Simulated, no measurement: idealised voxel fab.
The following is a process module called voxel capacitor over wiring.
Section shown: cut. Width: 270 nm. Cell size: 5 nm, square.
If you're reading a cross-section in this doc, picture square cells in a grid; it comes to you as bands, top ones listed first down to the bottom, and a band can be one or more rows of cells. Top, bottom (nm), then materials left to right with widths (nm); lone material tagged "all across" fills the whole band edge to edge; "blank" = empty space. Below 0: as-received wafer, all one material; heights counted from there. Lowest band: no bottom, goes on down, written "0..down". The two numbers in a width such as "30->40" mark its ends across the band: the first belongs to the top row of cells, the second to the bottom row, and from each row to the next the width moves by the same amount. "nothing different" after a step means that no cell of the cross-section changed. "Entrapped voids" contains a list of empty spaces, each no smaller than 8 cells and without an open way to the top, written in the form width x height at distance with the distance from the left edge and all three in nm. Anything after a step's settings on that line? It's the simulator's own note about the step. overlay nm: right-of-plan distance of the mask on a masked step; negative values mean left-of-plan.

### List of planned process steps
1) RECEIVE (material Si)
2) CONFORMAL_DEP (material SiO2; thk nm 15)
3) CONFORMAL_DEP (material SiN; thk nm 5)
4) DIRECTIONAL_DEP (material SiO2; thk nm 20)
5) PATTERN (tone open; mask id METAL_1; material resist; width nm 30; pitch nm 90; thk nm 20; overlay nm 0)
6) DIRECTIONAL_ETCH (etch materials SiO2; depth nm 20)
7) DIRECTIONAL_ETCH (etch materials SiN; depth nm 5)
8) STRIP (etch materials resist)
9) CONFORMAL_DEP (material TiN; thk nm 5)
10) FILL_DEP (material Ru; thk nm 10)
11) CMP (height nm 40)
12) EPI (material Ru; thk nm 5)
13) FILL_DEP (material SiCN; thk nm 5)
14) DIRECTIONAL_DEP (material lowk; thk nm 15)
15) DIRECTIONAL_DEP (material aC; thk nm 10)
16) PATTERN (tone open; mask id PLUG_1; material resist; width nm 15; thk nm 25; overlay nm 0)
17) DIRECTIONAL_ETCH (etch materials aC; depth nm 10)
18) STRIP (etch materials resist)
19) DIRECTIONAL_ETCH (etch materials lowk; depth nm 15)
20) DIRECTIONAL_ETCH (etch materials SiCN; depth nm 5)
21) STRIP (etch materials aC)
22) CONFORMAL_DEP (material TiN; thk nm 5)
23) FILL_DEP (material Cu; thk nm 5)
24) CMP (height nm 65)
25) DIRECTIONAL_DEP (material TiN; thk nm 5)
26) DIRECTIONAL_DEP (material Al2O3; thk nm 5)
27) DIRECTIONAL_DEP (material TiN; thk nm 10)
28) DIRECTIONAL_DEP (material aC; thk nm 15)
29) PATTERN (tone cover; mask id UPPER_PLATE; material resist; width nm 65; thk nm 35; overlay nm 0)
30) DIRECTIONAL_ETCH (etch materials aC; depth nm 15)
31) STRIP (etch materials resist)
32) DIRECTIONAL_ETCH (etch materials TiN; depth nm 10)
33) DIRECTIONAL_ETCH (etch materials Al2O3; depth nm 5)
34) STRIP (etch materials aC)
35) PATTERN (tone cover; mask id LOWER_PLATE; material resist; width nm 75; thk nm 20; overlay nm 0)
36) DIRECTIONAL_ETCH (etch materials TiN; depth nm 5)
37) STRIP (etch materials resist)
38) FILL_DEP (material SiO2; thk nm 15)
39) CMP (height nm 95)
40) MASKED_ETCH (tone open; mask id PLUG_2; width nm 15; etch materials SiO2; depth nm 10; overlay nm 0)
41) CONFORMAL_DEP (material TiN; thk nm 5)
42) FILL_DEP (material Cu; thk nm 10)
43) CMP (height nm 95)
44) CONFORMAL_DEP (material SiCN; thk nm 5)

### First of two wafers, processed according to plan

### The cross-section here shows the wafer as received, i.e. in its state after step 1
  0..down = Si all across
  Entrapped voids: none

### Wafer xsec, post step 2
  15..0 = SiO2 all across
  Below 0, no change.

### Wafer xsec, post step 3
  20..15 = SiN all across
  Below 15, no change.

### Wafer xsec, post step 4
  40..20 = SiO2 all across
  Below 20, no change.

### Wafer xsec, post step 5
  60..40 = 75 of resist  30 of blank  60 of resist  30 of blank  75 of resist
  Below 40, no change.

### Wafer xsec, post step 6
  60..40 = 75 of resist  30 of blank  60 of resist  30 of blank  75 of resist
  40..20 = 75 of SiO2  30 of blank  60 of SiO2  30 of blank  75 of SiO2
  Below 20, no change.

### Wafer xsec, post step 7
  60..40 = 75 of resist  30 of blank  60 of resist  30 of blank  75 of resist
  40..20 = 75 of SiO2  30 of blank  60 of SiO2  30 of blank  75 of SiO2
  20..15 = 75 of SiN  30 of blank  60 of SiN  30 of blank  75 of SiN
  Below 15, no change.

### Wafer xsec, post step 8
  40..20 = 75 of SiO2  30 of blank  60 of SiO2  30 of blank  75 of SiO2
  Below 20, no change.

### Wafer xsec, post step 9
  45..40 = 80 of TiN  20 of blank  70 of TiN  20 of blank  80 of TiN
  40..20 = 75 of SiO2  5 of TiN  20 of blank  5 of TiN  60 of SiO2  5 of TiN  20 of blank  5 of TiN  75 of SiO2
  20..15 = 75 of SiN  30 of TiN  60 of SiN  30 of TiN  75 of SiN
  Below 15, no change.

### Wafer xsec, post step 10
  55..45 = Ru all across
  45..40 = 80 of TiN  20 of Ru  70 of TiN  20 of Ru  80 of TiN
  40..20 = 75 of SiO2  5 of TiN  20 of Ru  5 of TiN  60 of SiO2  5 of TiN  20 of Ru  5 of TiN  75 of SiO2
  Below 20, no change.

### Wafer xsec, post step 11
  40..20 = 75 of SiO2  5 of TiN  20 of Ru  5 of TiN  60 of SiO2  5 of TiN  20 of Ru  5 of TiN  75 of SiO2
  Below 20, no change.

### Wafer xsec, post step 12
  45..40 = 70 of blank  40 of Ru  50 of blank  40 of Ru  70 of blank
  Below 40, no change.

### Wafer xsec, post step 13
  50..45 = SiCN all across
  45..40 = 70 of SiCN  40 of Ru  50 of SiCN  40 of Ru  70 of SiCN
  Below 40, no change.

### Wafer xsec, post step 14
  65..50 = lowk all across
  Below 50, no change.

### Wafer xsec, post step 15
  75..65 = aC all across
  Below 65, no change.

### Wafer xsec, post step 16
  100..75 = 90 of resist  15 of blank  165 of resist
  Below 75, no change.

### Wafer xsec, post step 17
  90..75 = 90 of resist  15 of blank  165 of resist
  75..65 = 90 of aC  15 of blank  165 of aC
  Below 65, no change.

### Wafer xsec, post step 18
  75..65 = 90 of aC  15 of blank  165 of aC
  Below 65, no change.

### Wafer xsec, post step 19
  75..65 = 90 of aC  15 of blank  165 of aC
  65..50 = 90 of lowk  15 of blank  165 of lowk
  Below 50, no change.

### Wafer xsec, post step 20
  75..65 = 90 of aC  15 of blank  165 of aC
  65..50 = 90 of lowk  15 of blank  165 of lowk
  50..45 = 90 of SiCN  15 of blank  165 of SiCN
  Below 45, no change.

### Wafer xsec, post step 21
  65..50 = 90 of lowk  15 of blank  165 of lowk
  Below 50, no change.

### Wafer xsec, post step 22
  70..65 = 95 of TiN  5 of blank  170 of TiN
  65..50 = 90 of lowk  5 of TiN  5 of blank  5 of TiN  165 of lowk
  50..45 = 90 of SiCN  15 of TiN  165 of SiCN
  Below 45, no change.

### Wafer xsec, post step 23
  75..70 = Cu all across
  70..65 = 95 of TiN  5 of Cu  170 of TiN
  65..50 = 90 of lowk  5 of TiN  5 of Cu  5 of TiN  165 of lowk
  Below 50, no change.

### Wafer xsec, post step 24
  65..50 = 90 of lowk  5 of TiN  5 of Cu  5 of TiN  165 of lowk
  Below 50, no change.

### Wafer xsec, post step 25
  70..65 = TiN all across
  Below 65, no change.

### Wafer xsec, post step 26
  75..70 = Al2O3 all across
  Below 70, no change.

### Wafer xsec, post step 27
  85..75 = TiN all across
  Below 75, no change.

### Wafer xsec, post step 28
  100..85 = aC all across
  Below 85, no change.

### Wafer xsec, post step 29
  135..100 = 90 of blank  65 of resist  115 of blank
  Below 100, no change.

### Wafer xsec, post step 30
  120..100 = 90 of blank  65 of resist  115 of blank
  100..85 = 90 of blank  65 of aC  115 of blank
  Below 85, no change.

### Wafer xsec, post step 31
  100..85 = 90 of blank  65 of aC  115 of blank
  Below 85, no change.

### Wafer xsec, post step 32
  100..85 = 90 of blank  65 of aC  115 of blank
  85..75 = 90 of blank  65 of TiN  115 of blank
  Below 75, no change.

### Wafer xsec, post step 33
  100..85 = 90 of blank  65 of aC  115 of blank
  85..75 = 90 of blank  65 of TiN  115 of blank
  75..70 = 90 of blank  65 of Al2O3  115 of blank
  Below 70, no change.

### Wafer xsec, post step 34
  85..75 = 90 of blank  65 of TiN  115 of blank
  Below 75, no change.

### Wafer xsec, post step 35
  105..85 = 85 of blank  75 of resist  110 of blank
  85..75 = 85 of blank  5 of resist  65 of TiN  5 of resist  110 of blank
  75..70 = 85 of blank  5 of resist  65 of Al2O3  5 of resist  110 of blank
  Below 70, no change.

### Wafer xsec, post step 36
  105..85 = 85 of blank  75 of resist  110 of blank
  85..75 = 85 of blank  5 of resist  65 of TiN  5 of resist  110 of blank
  75..70 = 85 of blank  5 of resist  65 of Al2O3  5 of resist  110 of blank
  70..65 = 85 of blank  75 of TiN  110 of blank
  Below 65, no change.

### Wafer xsec, post step 37
  85..75 = 90 of blank  65 of TiN  115 of blank
  75..70 = 90 of blank  65 of Al2O3  115 of blank
  Below 70, no change.

### Wafer xsec, post step 38
  100..85 = SiO2 all across
  85..75 = 90 of SiO2  65 of TiN  115 of SiO2
  75..70 = 90 of SiO2  65 of Al2O3  115 of SiO2
  70..65 = 85 of SiO2  75 of TiN  110 of SiO2
  Below 65, no change.

### Wafer xsec, post step 39
  95..85 = SiO2 all across
  Below 85, no change.

### Wafer xsec, post step 40
  95..85 = 100 of SiO2  15 of blank  155 of SiO2
  Below 85, no change.

### Wafer xsec, post step 41
  100..95 = 105 of TiN  5 of blank  160 of TiN
  95..90 = 100 of SiO2  5 of TiN  5 of blank  5 of TiN  155 of SiO2
  90..85 = 100 of SiO2  15 of TiN  155 of SiO2
  Below 85, no change.

### Wafer xsec, post step 42
  110..100 = Cu all across
  100..95 = 105 of TiN  5 of Cu  160 of TiN
  95..90 = 100 of SiO2  5 of TiN  5 of Cu  5 of TiN  155 of SiO2
  Below 90, no change.

### Wafer xsec, post step 43
  95..90 = 100 of SiO2  5 of TiN  5 of Cu  5 of TiN  155 of SiO2
  Below 90, no change.

### Wafer xsec, post step 44
  100..95 = SiCN all across
  Below 95, no change.

### Here the second wafer is described. Its start and its plan were those of the first wafer. Its run contained one mistake. Up to and including step 4, it did exactly what the first wafer did

### Second wafer profile in section, at the moment step 5 of the plan was meant to be complete
  60..40 = 75 of blank  30 of resist  60 of blank  30 of resist  75 of blank
  Below 40, no change.

### Second wafer profile in section, at the moment step 6 of the plan was meant to be complete
  60..40 = 75 of blank  30 of resist  60 of blank  30 of resist  75 of blank
  40..20 = 75 of blank  30 of SiO2  60 of blank  30 of SiO2  75 of blank
  Below 20, no change.

### Second wafer profile in section, at the moment step 7 of the plan was meant to be complete
  60..40 = 75 of blank  30 of resist  60 of blank  30 of resist  75 of blank
  40..20 = 75 of blank  30 of SiO2  60 of blank  30 of SiO2  75 of blank
  20..15 = 75 of blank  30 of SiN  60 of blank  30 of SiN  75 of blank
  Below 15, no change.

### Second wafer profile in section, at the moment step 8 of the plan was meant to be complete
  40..20 = 75 of blank  30 of SiO2  60 of blank  30 of SiO2  75 of blank
  Below 20, no change.

### Second wafer profile in section, at the moment step 9 of the plan was meant to be complete
  45..40 = 70 of blank  40 of TiN  50 of blank  40 of TiN  70 of blank
  40..20 = 70 of blank  5 of TiN  30 of SiO2  5 of TiN  50 of blank  5 of TiN  30 of SiO2  5 of TiN  70 of blank
  20..15 = 75 of TiN  30 of SiN  60 of TiN  30 of SiN  75 of TiN
  Below 15, no change.

### Second wafer profile in section, at the moment step 10 of the plan was meant to be complete
  55..45 = Ru all across
  45..40 = 70 of Ru  40 of TiN  50 of Ru  40 of TiN  70 of Ru
  40..20 = 70 of Ru  5 of TiN  30 of SiO2  5 of TiN  50 of Ru  5 of TiN  30 of SiO2  5 of TiN  70 of Ru
  Below 20, no change.

### Second wafer profile in section, at the moment step 11 of the plan was meant to be complete
  40..20 = 70 of Ru  5 of TiN  30 of SiO2  5 of TiN  50 of Ru  5 of TiN  30 of SiO2  5 of TiN  70 of Ru
  Below 20, no change.

### Second wafer profile in section, at the moment step 12 of the plan was meant to be complete
  45..40 = 80 of Ru  20 of blank  70 of Ru  20 of blank  80 of Ru
  Below 40, no change.

### Second wafer profile in section, at the moment step 13 of the plan was meant to be complete
  50..45 = SiCN all across
  45..40 = 80 of Ru  20 of SiCN  70 of Ru  20 of SiCN  80 of Ru
  Below 40, no change.

### Second wafer profile in section, at the moment step 14 of the plan was meant to be complete
  65..50 = lowk all across
  Below 50, no change.

### Second wafer profile in section, at the moment step 15 of the plan was meant to be complete
  75..65 = aC all across
  Below 65, no change.

### Second wafer profile in section, at the moment step 16 of the plan was meant to be complete
  100..75 = 90 of resist  15 of blank  165 of resist
  Below 75, no change.

### Second wafer profile in section, at the moment step 17 of the plan was meant to be complete
  90..75 = 90 of resist  15 of blank  165 of resist
  75..65 = 90 of aC  15 of blank  165 of aC
  Below 65, no change.

### Second wafer profile in section, at the moment step 18 of the plan was meant to be complete
  75..65 = 90 of aC  15 of blank  165 of aC
  Below 65, no change.

### Second wafer profile in section, at the moment step 19 of the plan was meant to be complete
  75..65 = 90 of aC  15 of blank  165 of aC
  65..50 = 90 of lowk  15 of blank  165 of lowk
  Below 50, no change.

### Second wafer profile in section, at the moment step 20 of the plan was meant to be complete
  75..65 = 90 of aC  15 of blank  165 of aC
  65..50 = 90 of lowk  15 of blank  165 of lowk
  50..45 = 90 of SiCN  15 of blank  165 of SiCN
  Below 45, no change.

### Second wafer profile in section, at the moment step 21 of the plan was meant to be complete
  65..50 = 90 of lowk  15 of blank  165 of lowk
  Below 50, no change.

### Second wafer profile in section, at the moment step 22 of the plan was meant to be complete
  70..65 = 95 of TiN  5 of blank  170 of TiN
  65..50 = 90 of lowk  5 of TiN  5 of blank  5 of TiN  165 of lowk
  50..45 = 90 of SiCN  15 of TiN  165 of SiCN
  Below 45, no change.

### Second wafer profile in section, at the moment step 23 of the plan was meant to be complete
  75..70 = Cu all across
  70..65 = 95 of TiN  5 of Cu  170 of TiN
  65..50 = 90 of lowk  5 of TiN  5 of Cu  5 of TiN  165 of lowk
  Below 50, no change.

### Second wafer profile in section, at the moment step 24 of the plan was meant to be complete
  65..50 = 90 of lowk  5 of TiN  5 of Cu  5 of TiN  165 of lowk
  Below 50, no change.

### Second wafer profile in section, at the moment step 25 of the plan was meant to be complete
  70..65 = TiN all across
  Below 65, no change.

### Second wafer profile in section, at the moment step 26 of the plan was meant to be complete
  75..70 = Al2O3 all across
  Below 70, no change.

### Second wafer profile in section, at the moment step 27 of the plan was meant to be complete
  85..75 = TiN all across
  Below 75, no change.

### Second wafer profile in section, at the moment step 28 of the plan was meant to be complete
  100..85 = aC all across
  Below 85, no change.

### Second wafer profile in section, at the moment step 29 of the plan was meant to be complete
  135..100 = 90 of blank  65 of resist  115 of blank
  Below 100, no change.

### Second wafer profile in section, at the moment step 30 of the plan was meant to be complete
  120..100 = 90 of blank  65 of resist  115 of blank
  100..85 = 90 of blank  65 of aC  115 of blank
  Below 85, no change.

### Second wafer profile in section, at the moment step 31 of the plan was meant to be complete
  100..85 = 90 of blank  65 of aC  115 of blank
  Below 85, no change.

### Second wafer profile in section, at the moment step 32 of the plan was meant to be complete
  100..85 = 90 of blank  65 of aC  115 of blank
  85..75 = 90 of blank  65 of TiN  115 of blank
  Below 75, no change.

### Second wafer profile in section, at the moment step 33 of the plan was meant to be complete
  100..85 = 90 of blank  65 of aC  115 of blank
  85..75 = 90 of blank  65 of TiN  115 of blank
  75..70 = 90 of blank  65 of Al2O3  115 of blank
  Below 70, no change.

### Second wafer profile in section, at the moment step 34 of the plan was meant to be complete
  85..75 = 90 of blank  65 of TiN  115 of blank
  Below 75, no change.

### Second wafer profile in section, at the moment step 35 of the plan was meant to be complete
  105..85 = 85 of blank  75 of resist  110 of blank
  85..75 = 85 of blank  5 of resist  65 of TiN  5 of resist  110 of blank
  75..70 = 85 of blank  5 of resist  65 of Al2O3  5 of resist  110 of blank
  Below 70, no change.

### Second wafer profile in section, at the moment step 36 of the plan was meant to be complete
  105..85 = 85 of blank  75 of resist  110 of blank
  85..75 = 85 of blank  5 of resist  65 of TiN  5 of resist  110 of blank
  75..70 = 85 of blank  5 of resist  65 of Al2O3  5 of resist  110 of blank
  70..65 = 85 of blank  75 of TiN  110 of blank
  Below 65, no change.

### Second wafer profile in section, at the moment step 37 of the plan was meant to be complete
  85..75 = 90 of blank  65 of TiN  115 of blank
  75..70 = 90 of blank  65 of Al2O3  115 of blank
  Below 70, no change.

### Second wafer profile in section, at the moment step 38 of the plan was meant to be complete
  100..85 = SiO2 all across
  85..75 = 90 of SiO2  65 of TiN  115 of SiO2
  75..70 = 90 of SiO2  65 of Al2O3  115 of SiO2
  70..65 = 85 of SiO2  75 of TiN  110 of SiO2
  Below 65, no change.

### Second wafer profile in section, at the moment step 39 of the plan was meant to be complete
  95..85 = SiO2 all across
  Below 85, no change.

### Second wafer profile in section, at the moment step 40 of the plan was meant to be complete
  95..85 = 100 of SiO2  15 of blank  155 of SiO2
  Below 85, no change.

### Second wafer profile in section, at the moment step 41 of the plan was meant to be complete
  100..95 = 105 of TiN  5 of blank  160 of TiN
  95..90 = 100 of SiO2  5 of TiN  5 of blank  5 of TiN  155 of SiO2
  90..85 = 100 of SiO2  15 of TiN  155 of SiO2
  Below 85, no change.

### Second wafer profile in section, at the moment step 42 of the plan was meant to be complete
  110..100 = Cu all across
  100..95 = 105 of TiN  5 of Cu  160 of TiN
  95..90 = 100 of SiO2  5 of TiN  5 of Cu  5 of TiN  155 of SiO2
  Below 90, no change.

### Second wafer profile in section, at the moment step 43 of the plan was meant to be complete
  95..90 = 100 of SiO2  5 of TiN  5 of Cu  5 of TiN  155 of SiO2
  Below 90, no change.

### Second wafer profile in section, at the moment step 44 of the plan was meant to be complete
  100..95 = SiCN all across
  Below 95, no change.
What was done differently from what was planned? step 5 was processed under conditions differing from the plan, specifically as PATTERN (tone cover; mask id METAL_1; material resist; width nm 30; pitch nm 90; thk nm 20; overlay nm 0)
Final difference in cells, second wafer against first, listed per material as more or fewer: 150 more of Ru; 30 fewer of SiCN; 30 fewer of SiN; 120 fewer of SiO2; 30 more of TiN
